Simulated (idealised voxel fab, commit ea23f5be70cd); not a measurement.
process module | voxel transistor to metal
cross-section cut | 150 nm wide | cells 5 nm
A cross-section is a grid of square cells, given in bands from the top down. A band is one or more rows of cells.
Each band's line starts with the height of the band's top and of its bottom, in nm. Then come its materials from left to right, each with its width in nm. One material with "throughout" fills the band from edge to edge. "air" is empty space.
Height 0 is the level under which the wafer as received is all one material. The lowest band goes on downwards, as in "0 down".
A width such as "30 to 40" changes by the same amount from each row of cells to the next, from the band's top row to its bottom row.
"no change" after a step means that no cell of the cross-section changed.
closed voids: empty space of 8 cells or more with no open way to the top, each as width x height at its distance from the left edge, in nm
after a step's settings: what the simulator itself notes on the step
overlay nm, on a step with a mask: how far to the right of its planned place the mask lay; to the left if negative
Each pair below shows a cross-section before one step and the cross-section after it, down to the lowest band that changed. The line under each pair gives the step between them, with its settings. The pairs can come from different runs of this module on the same starting wafer, so a pair continues from the pair above only where its "before" says so.
before
  105 to 95: Ru throughout
  95 to 90: TiN 30 | Ru 5 | TiN 75 | Ru 5 | TiN 35
  90 to 65: SiO2 25 | TiN 5 | Ru 5 | TiN 5 | SiO2 65 | TiN 5 | Ru 5 | TiN 5 | SiO2 30
  65 to 60: SiCN 25 | TiN 15 | SiCN 65 | TiN 15 | SiCN 30
  60 to 45: SiO2 25 | TiN 5 | Cu 5 | TiN 5 | SiO2 65 | TiN 5 | Cu 5 | TiN 5 | SiO2 30
  45 to 40: SiCN 25 | TiN 15 | SiCN 65 | TiN 15 | SiCN 30
  40 to 30: SiO2 25 | SiCN 5 | W 5 | SiCN 5 | SiO2 65 | SiCN 5 | W 5 | SiCN 5 | SiO2 30
  30 to 20: SiO2 25 | SiCN 5 | W 5 | SiCN 5 | SiO2 15 | SiN 5 | SiCN 25 | SiN 5 | SiO2 15 | SiCN 5 | W 5 | SiCN 5 | SiO2 30
  20 to 5: SiO2 25 | SiCN 5 | W 5 | SiCN 5 | SiO2 15 | SiN 5 | polySi 25 | SiN 5 | SiO2 15 | SiCN 5 | W 5 | SiCN 5 | SiO2 30
  5 to 0: SiO2 15 | SiN 5 | SiO2 5 | SiCN 15 | SiO2 15 | SiN 5 | polySi 25 | SiN 5 | SiO2 15 | SiCN 15 | SiO2 5 | SiN 5 | SiO2 20
  0 to -5: SiO2 20 | nSi 35 | SiO2 35 | nSi 35 | SiO2 25
  -5 to -30: SiO2 20 | Si 105 | SiO2 25
  -30 down: Si throughout
  closed voids: none
after
  90 to 65: SiO2 25 | TiN 5 | Ru 5 | TiN 5 | SiO2 65 | TiN 5 | Ru 5 | TiN 5 | SiO2 30
  below 65: unchanged
  closed voids: none
the step between: op CMP | height nm 90
before: the cross-section after the pair above
after
  95 to 90: SiN throughout
  below 90: unchanged
  closed voids: none
the step between: op CONFORMAL_DEP | material SiN | thk nm 5
before
  90 to 65: SiO2 throughout
  65 to 60: SiCN throughout
  60 to 45: SiO2 25 | TiN 5 | Cu 5 | TiN 5 | SiO2 65 | TiN 5 | Cu 5 | TiN 5 | SiO2 30
  45 to 40: SiCN 25 | TiN 15 | SiCN 65 | TiN 15 | SiCN 30
  40 to 30: SiO2 25 | TiN 5 | W 5 | TiN 5 | SiO2 65 | TiN 5 | W 5 | TiN 5 | SiO2 30
  30 to 20: SiO2 25 | TiN 5 | W 5 | TiN 5 | SiO2 15 | SiN 5 | SiCN 25 | SiN 5 | SiO2 15 | TiN 5 | W 5 | TiN 5 | SiO2 30
  20 to 5: SiO2 25 | TiN 5 | W 5 | TiN 5 | SiO2 15 | SiN 5 | polySi 25 | SiN 5 | SiO2 15 | TiN 5 | W 5 | TiN 5 | SiO2 30
  5 to 0: SiO2 15 | SiN 5 | SiO2 5 | TiN 15 | SiO2 15 | SiN 5 | polySi 25 | SiN 5 | SiO2 15 | TiN 15 | SiO2 5 | SiN 5 | SiO2 20
  0 to -5: SiO2 20 | nSi 35 | SiO2 35 | nSi 35 | SiO2 25
  -5 to -30: SiO2 20 | Si 105 | SiO2 25
  -30 down: Si throughout
  closed voids: none
after
  90 to 75: air 25 | SiO2 15 | air 65 | SiO2 15 | air 30
  below 75: unchanged
  closed voids: none
the step between: op MASKED_ETCH | tone cover | mask id METAL_2 | width nm 15 | pitch nm 80 | etch materials SiO2 | depth nm 15 | overlay nm 0
before: the cross-section after the pair above
after
  80 to 75: air 25 | SiO2 15 | air 65 | SiO2 15 | air 30
  below 75: unchanged
  closed voids: none
the step between: op MASKED_ETCH | tone open | mask id METAL_2_HOLES | width nm 15 | pitch nm 80 | etch materials SiO2 | depth nm 10 | overlay nm 0
before: the cross-section after the pair above
after
  85 to 80: air 20 | TiN 25 | air 55 | TiN 25 | air 25
  80 to 75: TiN 25 | SiO2 15 | TiN 65 | SiO2 15 | TiN 30
  below 75: unchanged
  closed voids: none
the step between: op CONFORMAL_DEP | material TiN | thk nm 5
before: the cross-section after the pair above
after
  95 to 85: Ru throughout
  85 to 80: Ru 20 | TiN 25 | Ru 55 | TiN 25 | Ru 25
  below 80: unchanged
  closed voids: none
the step between: op FILL_DEP | material Ru | thk nm 10
before: the cross-section after the pair above
after
  90 to 85: Ru throughout
  below 85: unchanged
  closed voids: none
the step between: op CMP | height nm 90
before: the cross-section after the pair above
after
  95 to 90: SiN throughout
  below 90: unchanged
  closed voids: none
the step between: op CONFORMAL_DEP | material SiN | thk nm 5
